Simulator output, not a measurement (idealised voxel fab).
Process module name: voxel self aligned vias
This is section cut - it's 205 nm across, gridded in 5 nm square cells.
A cross-section in this document is a grid of square cells, and it is written down as bands, the top band listed before the ones below it; a band is made up of one or more rows of cells. Top height, bottom height, nm. Materials left to right, width each, nm. Single material + "everywhere" = fills band edge to edge. "air" = empty. Height 0 is the level under which the wafer as received is all one material. The lowest band goes on downwards, as in "from 0 down". With a width like "30->40", each row of cells in the band differs from the next by the same amount, the top row carrying the first number and the bottom row the second. Any step labelled "no change" changed none of the cells in the cross-section. Listed in "Voids, fully enclosed": every empty space of 8 or more cells without an open way to the top. Form: width x height at distance, the distance being from the left edge, all in nm. Heads up: the bit after the settings on a step's line is the simulator's remark on that step. overlay nm: where the mask lay relative to plan, measured to the right, on steps with a mask; negatives go left.
Steps in the process plan
1) RECEIVE,material Si
2) CONFORMAL_DEP,material SiO2,thk nm 10
3) CONFORMAL_DEP,material SiCN,thk nm 5
4) DIRECTIONAL_DEP,material SiO2,thk nm 25
5) PATTERN,tone open,mask id LINES,material resist,width nm 20,pitch nm 65,thk nm 20,overlay nm 0
6) DIRECTIONAL_ETCH,etch materials SiO2,depth nm 25
7) STRIP,etch materials resist
8) CONFORMAL_DEP,material TiN,thk nm 5
9) FILL_DEP,material W,thk nm 10
10) CMP,height nm 40
11) SELECTIVE_ETCH,etch materials W Ru TiN,depth nm 5
12) FILL_DEP,material SiN,thk nm 5
13) CMP,height nm 40
14) DIRECTIONAL_DEP,material SiO2,thk nm 20
15) PATTERN,tone open,mask id VIAS,material resist,width nm 40,pitch nm 130,thk nm 20,overlay nm 0
16) DIRECTIONAL_ETCH,etch materials SiO2,depth nm 20
17) DIRECTIONAL_ETCH,etch materials SiN,depth nm 5
18) STRIP,etch materials resist
19) CONFORMAL_DEP,material TiN,thk nm 5
20) FILL_DEP,material Ru,thk nm 5
21) CMP,height nm 60
22) CONFORMAL_DEP,material SiN,thk nm 5
As-received wafer cross-section (after step 1)
- from 0 down | Si everywhere
- Voids, fully enclosed: none
The cross-section shown corresponds to the wafer at the conclusion of the module. The initial structure and the process plan are those presented above; however, one mistake occurred in executing the plan
- from 65 to 60 | SiN everywhere
- from 60 to 40 | SiO2=15 / TiN=5 / Ru=30 / TiN=5 / SiO2=90 / TiN=5 / Ru=30 / TiN=5 / SiO2=20
- from 40 to 35 | SiN=15 / TiN=40 / SiN=90 / TiN=40 / SiN=20
- from 35 to 30 | TiN=30 / W=10 / TiN=55 / W=10 / TiN=55 / W=10 / TiN=35
- from 30 to 10 | SiO2=25 / TiN=5 / W=10 / TiN=5 / SiO2=45 / TiN=5 / W=10 / TiN=5 / SiO2=45 / TiN=5 / W=10 / TiN=5 / SiO2=30
- from 10 to 5 | SiO2=25 / TiN=20 / SiO2=45 / TiN=20 / SiO2=45 / TiN=20 / SiO2=30
- from 5 to 0 | SiCN everywhere
- from 0 down | Si everywhere
- Voids, fully enclosed: none
Nonconformance to the process plan: step 2 of the plan did not run at all; it was left out
